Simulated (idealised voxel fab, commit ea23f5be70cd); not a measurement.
Herein follows the process module entitled voxel wiring stack.
Xsec cut, 210 nm wide, square cell size 5 nm.
Reading order for cross-sections: top band down to bottom band. Underlying form: a grid of square cells. Band size: one or more rows of cells. Each band's line starts with the height of the band's top and of its bottom, in nm. Then come its materials from left to right, each with its width in nm. One material with "edge to edge" fills the band from edge to edge. "blank" is empty space. For the purposes of this specification, 0 denotes the height below which the wafer in its as-received condition is composed wholly of one material, and the lowermost band, lacking a lower limit, extends downward without end, as expressed in "z 0 and below". A two-number width, for instance "30->40", indicates that the width is equal to the first number in the top row of the band and to the second number in the bottom row, and that it changes by a constant amount per row of cells. "remained unchanged", as given for a step, is the statement that not any cell of the cross-section underwent a change during that step. Under "Closed void inventory" you'll find the enclosed gaps, the ones with no way out to the top, that are 8 cells or bigger; each reads width x height at distance, with distance counted from the left edge, everything in nm. Text after the settings on a step's line: the simulator's own remark on that step. The "overlay nm" setting may appear on a step's line; for a step that uses a mask, it gives how far to the right of its planned position the mask lay, and a negative value indicates the left.
### The steps planned for the process are as follows
1) op RECEIVE | material Si
2) op CONFORMAL_DEP | material SiO2 | thk nm 15
3) op DIRECTIONAL_DEP | material TiN | thk nm 5
4) op DIRECTIONAL_DEP | material Ru | thk nm 25
5) op DIRECTIONAL_DEP | material aC | thk nm 15
6) op PATTERN | tone cover | mask id METAL_1 | material resist | width nm 30 | pitch nm 55 | thk nm 35 | overlay nm 0
7) op DIRECTIONAL_ETCH | etch materials aC | depth nm 15
8) op STRIP | etch materials resist
9) op DIRECTIONAL_ETCH | etch materials Ru | depth nm 25
10) op DIRECTIONAL_ETCH | etch materials TiN | depth nm 5
11) op STRIP | etch materials aC
12) op CONFORMAL_DEP | material SiN | thk nm 5
13) op FILL_DEP | material SiO2 | thk nm 5
14) op CMP | height nm 45
15) op CONFORMAL_DEP | material SiCN | thk nm 5
16) op DIRECTIONAL_DEP | material SiO2 | thk nm 35
17) op MASKED_ETCH | tone open | mask id METAL_2_HOLES | width nm 15 | pitch nm 55 | etch materials SiO2 | depth nm 35 | overlay nm 0
18) op MASKED_ETCH | tone open | mask id METAL_2 | width nm 30 | pitch nm 55 | etch materials SiO2 | depth nm 20 | overlay nm 0
19) op MASKED_ETCH | tone open | mask id METAL_2 | width nm 30 | pitch nm 55 | etch materials SiCN | depth nm 5 | overlay nm 0
20) op CONFORMAL_DEP | material TiN | thk nm 5
21) op FILL_DEP | material Ru | thk nm 5
22) op CMP | height nm 85
23) op CONFORMAL_DEP | material SiCN | thk nm 5
24) op DIRECTIONAL_DEP | material lowk | thk nm 15
25) op PATTERN | tone open | mask id PLUG_2 | material resist | width nm 15 | thk nm 20 | overlay nm 0
26) op DIRECTIONAL_ETCH | etch materials lowk | depth nm 15
27) op DIRECTIONAL_ETCH | etch materials SiCN | depth nm 5
28) op STRIP | etch materials resist
29) op EPI | material Ru | thk nm 10
30) op EPI | material Ru | thk nm 10
31) op DIRECTIONAL_DEP | material TiN | thk nm 5
32) op DIRECTIONAL_DEP | material Ru | thk nm 15
33) op MASKED_ETCH | tone cover | mask id METAL_3 | width nm 30 | pitch nm 55 | etch materials Ru | depth nm 15 | overlay nm 0
34) op MASKED_ETCH | tone cover | mask id METAL_3 | width nm 20 | pitch nm 55 | etch materials TiN | depth nm 5 | overlay nm 0
35) op CONFORMAL_DEP | material SiN | thk nm 5
36) op FILL_DEP | material SiO2 | thk nm 10
37) op CMP | height nm 125
38) op CONFORMAL_DEP | material SiN | thk nm 5
For clarity, it should be stated that the wafers under discussion commence in an identical condition and differ with respect to the width nm of step 34, the plan indicating the value that the first wafer had.
### As-received cross-section, first of several wafers, post step 1
    z 0 and below: Si edge to edge
    Closed void inventory: none
### Row per wafer, end-of-module: cell gain (+)/loss (-) by material since the wafer came in, then closed voids
width nm 20 | +140 Ru | +75 SiCN | +134 SiN | +562 SiO2 | +64 TiN | +117 lowk | Closed void inventory: none
width nm 25 | +140 Ru | +75 SiCN | +134 SiN | +562 SiO2 | +64 TiN | +117 lowk | Closed void inventory: none
width nm 30 | +140 Ru | +75 SiCN | +134 SiN | +562 SiO2 | +64 TiN | +117 lowk | Closed void inventory: none
width nm 35 | +140 Ru | +75 SiCN | +134 SiN | +560 SiO2 | +66 TiN | +117 lowk | Closed void inventory: none
width nm 40 | +140 Ru | +75 SiCN | +134 SiN | +558 SiO2 | +68 TiN | +117 lowk | Closed void inventory: none
